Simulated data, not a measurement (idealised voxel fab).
The following process module bears the name voxel air gaps.
Square cell edge 5 nm, section width 295 nm, ID cut.
Notation: cross-section as square-cell grid; stated in bands, top first, going down; one or more cell rows per band.
Top, bottom (nm), then materials left to right with widths (nm); lone material tagged "everywhere" fills the whole band edge to edge; "air" = empty space.
Beneath 0, the wafer as received is one material, and that level is where height counting begins. The lowest band goes on downward without a bottom; it is written like "0 down".
The width entry "30 to 40" should be interpreted row by row: the top row of cells in the band takes the first number, the bottom row takes the second number, and the change between adjacent rows is uniform throughout.
Step note "identical to before" = no cross-section cell changed.
This entry, "Internal closed voids", enumerates those empty regions of no fewer than 8 cells that possess no open connection to the top. Each region is reported in the form width x height at distance, the distance being taken from the left edge, with all three quantities expressed in nm.
What comes after the settings on a step's line is commentary from the simulator itself on that step.
overlay nm: mask right of planned place by this much (step with mask). Neg. = left.
### The steps planned for the process are as follows
| 1 | RECEIVE: material Si |
| 2 | CONFORMAL_DEP: material SiO2, thk nm 10 |
| 3 | CONFORMAL_DEP: material SiCN, thk nm 5 |
| 4 | DIRECTIONAL_DEP: material SiO2, thk nm 40 |
| 5 | DIRECTIONAL_DEP: material aC, thk nm 15 |
| 6 | PATTERN: tone open, mask id LINES, material resist, width nm 25, pitch nm 50, thk nm 30, overlay nm 0 |
| 7 | DIRECTIONAL_ETCH: etch materials aC, depth nm 15 |
| 8 | STRIP: etch materials resist |
| 9 | DIRECTIONAL_ETCH: etch materials SiO2, depth nm 40 |
| 10 | STRIP: etch materials aC |
| 11 | CONFORMAL_DEP: material TiN, thk nm 5 |
| 12 | FILL_DEP: material Cu, thk nm 10 |
| 13 | CMP: height nm 55 |
| 14 | EPI: material Ru, thk nm 10 |
| 15 | SELECTIVE_ETCH: etch materials SiO2, depth nm 50 |
| 16 | CONFORMAL_DEP: material SiCN, thk nm 5 |
### The cross-section here shows the wafer as received, i.e. in its state after step 1
> 0 down  Si everywhere
> Internal closed voids: none
### Run as planned - first of the two wafers cross-sectioned at the end of the module
> 70 to 65  air 45 / SiCN 205 / air 45
> 65 to 55  air 45 / SiCN 5 / Ru 45 / SiCN 5 / Ru 45 / SiCN 5 / Ru 45 / SiCN 5 / Ru 45 / SiCN 5 / air 45
> 55 to 50  air 45 / SiCN 15 / TiN 5 / Cu 15 / TiN 5 / SiCN 25 / TiN 5 / Cu 15 / TiN 5 / SiCN 25 / TiN 5 / Cu 15 / TiN 5 / SiCN 25 / TiN 5 / Cu 15 / TiN 5 / SiCN 15 / air 45
> 50 to 20  air 55 / SiCN 5 / TiN 5 / Cu 15 / TiN 5 / SiCN 5 / air 15 / SiCN 5 / TiN 5 / Cu 15 / TiN 5 / SiCN 5 / air 15 / SiCN 5 / TiN 5 / Cu 15 / TiN 5 / SiCN 5 / air 15 / SiCN 5 / TiN 5 / Cu 15 / TiN 5 / SiCN 5 / air 55
> 20 to 15  SiCN 60 / TiN 25 / SiCN 25 / TiN 25 / SiCN 25 / TiN 25 / SiCN 25 / TiN 25 / SiCN 60
> 15 to 10  SiCN everywhere
> 10 to 0  SiO2 everywhere
> 0 down  Si everywhere
> Internal closed voids: 15 x 30 at 90; 15 x 30 at 140; 15 x 30 at 190
### Wafer two cross-section, module end. Start and plan unchanged from wafer one; one mistake made during the run
> 60 to 50  SiCN everywhere
> 50 to 0  SiO2 everywhere
> 0 down  Si everywhere
> Internal closed voids: none
What was the processing mistake? steps 3 and 4 of the plan were run in the wrong order, each in the other's place
Wafer comparison, final, in cells, second relative to first, materials more or fewer: Cu: 84 fewer, Ru: 72 fewer, SiCN: 100 fewer, SiO2: 472 more, TiN: 76 fewer
In the final state there are 3 closed voids in the first wafer, compared with 0 in the second wafer.
